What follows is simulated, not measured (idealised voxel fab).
This is a process module. Its name is voxel wiring stack.
We display cut, a cross-section 220 nm in width whose square cells are each 5 nm.
The cross-sections in this document take the form of a grid made of square cells. They are written out as bands, in order from top to bottom. Each band consists of one or more rows of cells.
Band: top and bottom heights (nm) first, top before bottom; then materials from left to right, widths in nm. "everywhere" marks a sole material filling the band edge to edge. "air" denotes empty space.
Measure heights from 0. That's the level where, below it, the as-received wafer is all one material. The lowest band is bottomless and extends downward; write it as in "from 0 down".
Graded width ("30 to 40"): value in top row of band = first number; value in bottom row = second number; row-to-row change constant.
It should be understood that the words "no modifications", when stated for a given step, signify that the cross-section underwent no change in any of its cells during that step.
Under "closed voids" you'll find the enclosed gaps, the ones with no way out to the top, that are 8 cells or bigger; each reads width x height at distance, with distance counted from the left edge, everything in nm.
Anything after a step's settings on that line? It's the simulator's own note about the step.
A step's line can hold "overlay nm"; with a mask on that step, the setting says how far right of the planned place the mask lay, while a negative setting says it lay to the left.

THE FOLLOWING LIST GIVES THE PLANNED PROCESS STEPS
1: RECEIVE with material Si
2: CONFORMAL_DEP with material SiO2, thk nm 15
3: CONFORMAL_DEP with material SiN, thk nm 5
4: DIRECTIONAL_DEP with material SiO2, thk nm 25
5: DIRECTIONAL_DEP with material aC, thk nm 15
6: PATTERN with tone open, mask id METAL_1, material resist, width nm 30, pitch nm 50, thk nm 35, overlay nm 0
7: DIRECTIONAL_ETCH with etch materials aC, depth nm 15
8: STRIP with etch materials resist
9: DIRECTIONAL_ETCH with etch materials SiO2, depth nm 25
10: DIRECTIONAL_ETCH with etch materials SiN, depth nm 5
11: STRIP with etch materials aC
12: CONFORMAL_DEP with material TiN, thk nm 5
13: FILL_DEP with material W, thk nm 5
14: CMP with height nm 45
15: EPI with material Ru, thk nm 5
16: FILL_DEP with material SiCN, thk nm 5
17: DIRECTIONAL_DEP with material lowk, thk nm 35
18: MASKED_ETCH with tone open, mask id METAL_2, width nm 30, pitch nm 50, etch materials lowk, depth nm 20, overlay nm 0
19: MASKED_ETCH with tone open, mask id METAL_2_HOLES, width nm 15, pitch nm 50, etch materials lowk, depth nm 15, overlay nm 0
20: MASKED_ETCH with tone open, mask id METAL_2_HOLES, width nm 15, pitch nm 50, etch materials SiCN, depth nm 5, overlay nm 0
21: CONFORMAL_DEP with material TiN, thk nm 5
22: FILL_DEP with material Cu, thk nm 10
23: CMP with height nm 90
24: CONFORMAL_DEP with material SiCN, thk nm 5
The wafers are alike at the start. At step 24, their thk nm differs. The plan lists the first wafer's value.

THE FIRST OF SEVERAL WAFERS IN CROSS-SECTION, EXACTLY AS IT REACHED US AFTER STEP 1
> from 0 down = Si everywhere
> closed voids: none

POST STEP 24, THE CLOSING STEP OF THE MODULE: FIRST OF SEVERAL WAFERS, CROSS-SECTIONED
> from 95 to 90 = SiCN everywhere
> from 90 to 75 = 20 nm lowk / 5 nm TiN / 20 nm Cu / 5 nm TiN / 20 nm lowk / 5 nm TiN / 20 nm Cu / 5 nm TiN / 20 nm lowk / 5 nm TiN / 20 nm Cu / 5 nm TiN / 20 nm lowk / 5 nm TiN / 20 nm Cu / 5 nm TiN / 20 nm lowk
> from 75 to 70 = 20 nm lowk / 5 nm TiN / 5 nm Cu / 20 nm TiN / 20 nm lowk / 5 nm TiN / 5 nm Cu / 20 nm TiN / 20 nm lowk / 5 nm TiN / 5 nm Cu / 20 nm TiN / 20 nm lowk / 5 nm TiN / 5 nm Cu / 20 nm TiN / 20 nm lowk
> from 70 to 55 = 20 nm lowk / 5 nm TiN / 5 nm Cu / 5 nm TiN / 35 nm lowk / 5 nm TiN / 5 nm Cu / 5 nm TiN / 35 nm lowk / 5 nm TiN / 5 nm Cu / 5 nm TiN / 35 nm lowk / 5 nm TiN / 5 nm Cu / 5 nm TiN / 35 nm lowk
> from 55 to 50 = 20 nm SiCN / 15 nm TiN / 35 nm SiCN / 15 nm TiN / 35 nm SiCN / 15 nm TiN / 35 nm SiCN / 15 nm TiN / 35 nm SiCN
> from 50 to 45 = 15 nm SiCN / 40 nm Ru / 10 nm SiCN / 40 nm Ru / 10 nm SiCN / 40 nm Ru / 10 nm SiCN / 40 nm Ru / 15 nm SiCN
> from 45 to 20 = 20 nm SiO2 / 5 nm TiN / 20 nm W / 5 nm TiN / 20 nm SiO2 / 5 nm TiN / 20 nm W / 5 nm TiN / 20 nm SiO2 / 5 nm TiN / 20 nm W / 5 nm TiN / 20 nm SiO2 / 5 nm TiN / 20 nm W / 5 nm TiN / 20 nm SiO2
> from 20 to 15 = 20 nm SiN / 30 nm TiN / 20 nm SiN / 30 nm TiN / 20 nm SiN / 30 nm TiN / 20 nm SiN / 30 nm TiN / 20 nm SiN
> from 15 to 0 = SiO2 everywhere
> from 0 down = Si everywhere
> closed voids: none

SO THIS IS THE CROSS-SECTION ON THE LAST WAFER AT THE END OF THE MODULE
> from 110 to 90 = SiCN everywhere
> from 90 to 75 = 20 nm lowk / 5 nm TiN / 20 nm Cu / 5 nm TiN / 20 nm lowk / 5 nm TiN / 20 nm Cu / 5 nm TiN / 20 nm lowk / 5 nm TiN / 20 nm Cu / 5 nm TiN / 20 nm lowk / 5 nm TiN / 20 nm Cu / 5 nm TiN / 20 nm lowk
> from 75 to 70 = 20 nm lowk / 5 nm TiN / 5 nm Cu / 20 nm TiN / 20 nm lowk / 5 nm TiN / 5 nm Cu / 20 nm TiN / 20 nm lowk / 5 nm TiN / 5 nm Cu / 20 nm TiN / 20 nm lowk / 5 nm TiN / 5 nm Cu / 20 nm TiN / 20 nm lowk
> from 70 to 55 = 20 nm lowk / 5 nm TiN / 5 nm Cu / 5 nm TiN / 35 nm lowk / 5 nm TiN / 5 nm Cu / 5 nm TiN / 35 nm lowk / 5 nm TiN / 5 nm Cu / 5 nm TiN / 35 nm lowk / 5 nm TiN / 5 nm Cu / 5 nm TiN / 35 nm lowk
> from 55 to 50 = 20 nm SiCN / 15 nm TiN / 35 nm SiCN / 15 nm TiN / 35 nm SiCN / 15 nm TiN / 35 nm SiCN / 15 nm TiN / 35 nm SiCN
> from 50 to 45 = 15 nm SiCN / 40 nm Ru / 10 nm SiCN / 40 nm Ru / 10 nm SiCN / 40 nm Ru / 10 nm SiCN / 40 nm Ru / 15 nm SiCN
> from 45 to 20 = 20 nm SiO2 / 5 nm TiN / 20 nm W / 5 nm TiN / 20 nm SiO2 / 5 nm TiN / 20 nm W / 5 nm TiN / 20 nm SiO2 / 5 nm TiN / 20 nm W / 5 nm TiN / 20 nm SiO2 / 5 nm TiN / 20 nm W / 5 nm TiN / 20 nm SiO2
> from 20 to 15 = 20 nm SiN / 30 nm TiN / 20 nm SiN / 30 nm TiN / 20 nm SiN / 30 nm TiN / 20 nm SiN / 30 nm TiN / 20 nm SiN
> from 15 to 0 = SiO2 everywhere
> from 0 down = Si everywhere
> closed voids: none

END OF MODULE, BY WAFER: MATERIAL-BY-MATERIAL CELL GAIN (+) OR LOSS (-) SINCE RECEIPT, THEN CLOSED VOIDS
thk nm 5 | +64 Cu | +32 Ru | +88 SiCN | +20 SiN | +232 SiO2 | +144 TiN | +80 W | +176 lowk | closed voids: none
thk nm 10 | +64 Cu | +32 Ru | +132 SiCN | +20 SiN | +232 SiO2 | +144 TiN | +80 W | +176 lowk | closed voids: none
thk nm 15 | +64 Cu | +32 Ru | +176 SiCN | +20 SiN | +232 SiO2 | +144 TiN | +80 W | +176 lowk | closed voids: none
thk nm 20 | +64 Cu | +32 Ru | +220 SiCN | +20 SiN | +232 SiO2 | +144 TiN | +80 W | +176 lowk | closed voids: none
